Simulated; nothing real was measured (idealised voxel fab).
The following is a process module called voxel wiring stack.
Pictured: cross-section cut, 215 nm wide, on a grid of 5 nm square cells.
Cross-section layout: square cells on a grid; listed as bands, top to bottom; a band spans one or more cell rows. The band entry comprises the height of the band's top followed by the height of its bottom, expressed in nm, and subsequently the band's materials from left to right, each stated together with its width in nm. Where a single material is marked with the word "full width", that material fills the band from edge to edge. The word "air" represents empty space. Counting heights begins at 0, where everything beneath is, in the wafer as received, one material. The lowest band has no bottom; it goes on downwards, as "0 down" shows. Quick explanation for "30..40": the width changes in equal steps down the rows of cells, from the first number in the band's top row to the second number in its bottom row. Step marked "no alteration"? Then no cell in the cross-section changed in it. Empty spaces without an open route to the top, at least 8 cells in extent, make up the entry "Unvented voids"; each is given as width x height at distance, where the distance is measured from the left edge, and all are in nm. On a step's line, text after the settings is the simulator commenting on that step. Among the settings permitted on a step's line is "overlay nm"; applied to a step with a mask, it specifies the extent to which the mask lay to the right of its planned position, whereas a negative figure signifies a position to the left.
-- The process steps that were planned are listed below
step 1: RECEIVE with material Si
step 2: CONFORMAL_DEP with material SiO2, thk nm 15
step 3: DIRECTIONAL_DEP with material TiN, thk nm 5
step 4: DIRECTIONAL_DEP with material Ru, thk nm 20
step 5: MASKED_ETCH with tone cover, mask id METAL_1, width nm 25, pitch nm 55, etch materials Ru, depth nm 20, overlay nm 0
step 6: MASKED_ETCH with tone cover, mask id METAL_1, width nm 25, pitch nm 55, etch materials TiN, depth nm 5, overlay nm 0
step 7: CONFORMAL_DEP with material SiN, thk nm 5
step 8: FILL_DEP with material lowk, thk nm 5
step 9: CMP with height nm 40
step 10: CONFORMAL_DEP with material SiCN, thk nm 5
step 11: DIRECTIONAL_DEP with material SiO2, thk nm 30
step 12: PATTERN with tone open, mask id METAL_2, material resist, width nm 25, pitch nm 55, thk nm 15, overlay nm 0
step 13: DIRECTIONAL_ETCH with etch materials SiO2, depth nm 20
step 14: STRIP with etch materials resist
step 15: DIRECTIONAL_DEP with material aC, thk nm 15
step 16: PATTERN with tone open, mask id METAL_2_HOLES, material resist, width nm 15, pitch nm 55, thk nm 30, overlay nm 0
step 17: DIRECTIONAL_ETCH with etch materials aC, depth nm 15
step 18: STRIP with etch materials resist
step 19: DIRECTIONAL_ETCH with etch materials SiO2, depth nm 10
step 20: DIRECTIONAL_ETCH with etch materials SiCN, depth nm 5
step 21: STRIP with etch materials aC
step 22: CONFORMAL_DEP with material TiN, thk nm 5
step 23: FILL_DEP with material Cu, thk nm 10
step 24: CMP with height nm 75
step 25: CONFORMAL_DEP with material SiCN, thk nm 5
-- First of two wafers, with the run carried out as planned
-- Incoming wafer, cross-sectional view, post step 1
- 0 down | Si full width
- Unvented voids: none
-- Cross-sectional representation of the wafer at the conclusion of step 2
- 15 to 0 | SiO2 full width
- Below 0, no change.
-- Cross-sectional representation of the wafer at the conclusion of step 3
- 20 to 15 | TiN full width
- Below 15, no change.
-- Cross-sectional representation of the wafer at the conclusion of step 4
- 40 to 20 | Ru full width
- Below 20, no change.
-- Cross-sectional representation of the wafer at the conclusion of step 5
- 40 to 20 | 40 air | 25 Ru | 30 air | 25 Ru | 30 air | 25 Ru | 40 air
- Below 20, no change.
-- Cross-sectional representation of the wafer at the conclusion of step 6
- 40 to 20 | 40 air | 25 Ru | 30 air | 25 Ru | 30 air | 25 Ru | 40 air
- 20 to 15 | 40 air | 25 TiN | 30 air | 25 TiN | 30 air | 25 TiN | 40 air
- Below 15, no change.
-- Cross-sectional representation of the wafer at the conclusion of step 7
- 45 to 40 | 35 air | 35 SiN | 20 air | 35 SiN | 20 air | 35 SiN | 35 air
- 40 to 20 | 35 air | 5 SiN | 25 Ru | 5 SiN | 20 air | 5 SiN | 25 Ru | 5 SiN | 20 air | 5 SiN | 25 Ru | 5 SiN | 35 air
- 20 to 15 | 40 SiN | 25 TiN | 30 SiN | 25 TiN | 30 SiN | 25 TiN | 40 SiN
- Below 15, no change.
-- Cross-sectional representation of the wafer at the conclusion of step 8
- 50 to 45 | lowk full width
- 45 to 40 | 35 lowk | 35 SiN | 20 lowk | 35 SiN | 20 lowk | 35 SiN | 35 lowk
- 40 to 20 | 35 lowk | 5 SiN | 25 Ru | 5 SiN | 20 lowk | 5 SiN | 25 Ru | 5 SiN | 20 lowk | 5 SiN | 25 Ru | 5 SiN | 35 lowk
- Below 20, no change.
-- Cross-sectional representation of the wafer at the conclusion of step 9
- 40 to 20 | 35 lowk | 5 SiN | 25 Ru | 5 SiN | 20 lowk | 5 SiN | 25 Ru | 5 SiN | 20 lowk | 5 SiN | 25 Ru | 5 SiN | 35 lowk
- Below 20, no change.
-- Cross-sectional representation of the wafer at the conclusion of step 10
- 45 to 40 | SiCN full width
- Below 40, no change.
-- Cross-sectional representation of the wafer at the conclusion of step 11
- 75 to 45 | SiO2 full width
- Below 45, no change.
-- Cross-sectional representation of the wafer at the conclusion of step 12
- 90 to 75 | 40 resist | 25 air | 30 resist | 25 air | 30 resist | 25 air | 40 resist
- Below 75, no change.
-- Cross-sectional representation of the wafer at the conclusion of step 13
- 90 to 75 | 40 resist | 25 air | 30 resist | 25 air | 30 resist | 25 air | 40 resist
- 75 to 55 | 40 SiO2 | 25 air | 30 SiO2 | 25 air | 30 SiO2 | 25 air | 40 SiO2
- Below 55, no change.
-- Cross-sectional representation of the wafer at the conclusion of step 14
- 75 to 55 | 40 SiO2 | 25 air | 30 SiO2 | 25 air | 30 SiO2 | 25 air | 40 SiO2
- Below 55, no change.
-- Cross-sectional representation of the wafer at the conclusion of step 15
- 90 to 75 | 40 aC | 25 air | 30 aC | 25 air | 30 aC | 25 air | 40 aC
- 75 to 70 | 40 SiO2 | 25 air | 30 SiO2 | 25 air | 30 SiO2 | 25 air | 40 SiO2
- 70 to 55 | 40 SiO2 | 25 aC | 30 SiO2 | 25 aC | 30 SiO2 | 25 aC | 40 SiO2
- Below 55, no change.
-- Cross-sectional representation of the wafer at the conclusion of step 16
- 120 to 90 | 40 resist | 15 air | 40 resist | 15 air | 40 resist | 15 air | 50 resist
- 90 to 75 | 40 aC | 15 air | 10 resist | 30 aC | 15 air | 10 resist | 30 aC | 15 air | 10 resist | 40 aC
- 75 to 70 | 40 SiO2 | 15 air | 10 resist | 30 SiO2 | 15 air | 10 resist | 30 SiO2 | 15 air | 10 resist | 40 SiO2
- Below 70, no change.
-- Cross-sectional representation of the wafer at the conclusion of step 17
- 105 to 90 | 40 resist | 15 air | 40 resist | 15 air | 40 resist | 15 air | 50 resist
- 90 to 75 | 40 aC | 15 air | 10 resist | 30 aC | 15 air | 10 resist | 30 aC | 15 air | 10 resist | 40 aC
- 75 to 70 | 40 SiO2 | 15 air | 10 resist | 30 SiO2 | 15 air | 10 resist | 30 SiO2 | 15 air | 10 resist | 40 SiO2
- 70 to 55 | 40 SiO2 | 15 air | 10 aC | 30 SiO2 | 15 air | 10 aC | 30 SiO2 | 15 air | 10 aC | 40 SiO2
- Below 55, no change.
-- Cross-sectional representation of the wafer at the conclusion of step 18
- 90 to 75 | 40 aC | 25 air | 30 aC | 25 air | 30 aC | 25 air | 40 aC
- 75 to 70 | 40 SiO2 | 25 air | 30 SiO2 | 25 air | 30 SiO2 | 25 air | 40 SiO2
- Below 70, no change.
-- Cross-sectional representation of the wafer at the conclusion of step 19
- 90 to 75 | 40 aC | 25 air | 30 aC | 25 air | 30 aC | 25 air | 40 aC
- 75 to 70 | 40 SiO2 | 25 air | 30 SiO2 | 25 air | 30 SiO2 | 25 air | 40 SiO2
- 70 to 55 | 40 SiO2 | 15 air | 10 aC | 30 SiO2 | 15 air | 10 aC | 30 SiO2 | 15 air | 10 aC | 40 SiO2
- 55 to 45 | 40 SiO2 | 15 air | 40 SiO2 | 15 air | 40 SiO2 | 15 air | 50 SiO2
- Below 45, no change.
-- Cross-sectional representation of the wafer at the conclusion of step 20
- 90 to 75 | 40 aC | 25 air | 30 aC | 25 air | 30 aC | 25 air | 40 aC
- 75 to 70 | 40 SiO2 | 25 air | 30 SiO2 | 25 air | 30 SiO2 | 25 air | 40 SiO2
- 70 to 55 | 40 SiO2 | 15 air | 10 aC | 30 SiO2 | 15 air | 10 aC | 30 SiO2 | 15 air | 10 aC | 40 SiO2
- 55 to 45 | 40 SiO2 | 15 air | 40 SiO2 | 15 air | 40 SiO2 | 15 air | 50 SiO2
- 45 to 40 | 40 SiCN | 15 air | 40 SiCN | 15 air | 40 SiCN | 15 air | 50 SiCN
- Below 40, no change.
-- Cross-sectional representation of the wafer at the conclusion of step 21
- 75 to 55 | 40 SiO2 | 25 air | 30 SiO2 | 25 air | 30 SiO2 | 25 air | 40 SiO2
- Below 55, no change.
-- Cross-sectional representation of the wafer at the conclusion of step 22
- 80 to 75 | 45 TiN | 15 air | 40 TiN | 15 air | 40 TiN | 15 air | 45 TiN
- 75 to 60 | 40 SiO2 | 5 TiN | 15 air | 5 TiN | 30 SiO2 | 5 TiN | 15 air | 5 TiN | 30 SiO2 | 5 TiN | 15 air | 5 TiN | 40 SiO2
- 60 to 55 | 40 SiO2 | 5 TiN | 5 air | 15 TiN | 30 SiO2 | 5 TiN | 5 air | 15 TiN | 30 SiO2 | 5 TiN | 5 air | 15 TiN | 40 SiO2
- 55 to 45 | 40 SiO2 | 5 TiN | 5 air | 5 TiN | 40 SiO2 | 5 TiN | 5 air | 5 TiN | 40 SiO2 | 5 TiN | 5 air | 5 TiN | 50 SiO2
- 45 to 40 | 40 SiCN | 15 TiN | 40 SiCN | 15 TiN | 40 SiCN | 15 TiN | 50 SiCN
- Below 40, no change.
-- Cross-sectional representation of the wafer at the conclusion of step 23
- 90 to 80 | Cu full width
- 80 to 75 | 45 TiN | 15 Cu | 40 TiN | 15 Cu | 40 TiN | 15 Cu | 45 TiN
- 75 to 60 | 40 SiO2 | 5 TiN | 15 Cu | 5 TiN | 30 SiO2 | 5 TiN | 15 Cu | 5 TiN | 30 SiO2 | 5 TiN | 15 Cu | 5 TiN | 40 SiO2
- 60 to 55 | 40 SiO2 | 5 TiN | 5 Cu | 15 TiN | 30 SiO2 | 5 TiN | 5 Cu | 15 TiN | 30 SiO2 | 5 TiN | 5 Cu | 15 TiN | 40 SiO2
- 55 to 45 | 40 SiO2 | 5 TiN | 5 Cu | 5 TiN | 40 SiO2 | 5 TiN | 5 Cu | 5 TiN | 40 SiO2 | 5 TiN | 5 Cu | 5 TiN | 50 SiO2
- Below 45, no change.
-- Cross-sectional representation of the wafer at the conclusion of step 24
- 75 to 60 | 40 SiO2 | 5 TiN | 15 Cu | 5 TiN | 30 SiO2 | 5 TiN | 15 Cu | 5 TiN | 30 SiO2 | 5 TiN | 15 Cu | 5 TiN | 40 SiO2
- Below 60, no change.
-- Cross-sectional representation of the wafer at the conclusion of step 25
- 80 to 75 | SiCN full width
- Below 75, no change.
-- The Second Wafer: Common Origin and Plan, One Mistake in Execution, Identical to the First Through Step 23
-- Second wafer cross-section, taken as of the time the plan sets for step 24 to be done
- 70 to 60 | 40 SiO2 | 5 TiN | 15 Cu | 5 TiN | 30 SiO2 | 5 TiN | 15 Cu | 5 TiN | 30 SiO2 | 5 TiN | 15 Cu | 5 TiN | 40 SiO2
- Below 60, no change.
-- Second wafer cross-section, taken as of the time the plan sets for step 25 to be done
- 75 to 70 | SiCN full width
- Below 70, no change.
What was the processing mistake? step 24 off recipe, ran as CMP with height nm 70
Looking at both finished wafers in cells, the second ends up ahead of or behind the first on some materials: -9 Cu | -28 SiO2 | -6 TiN
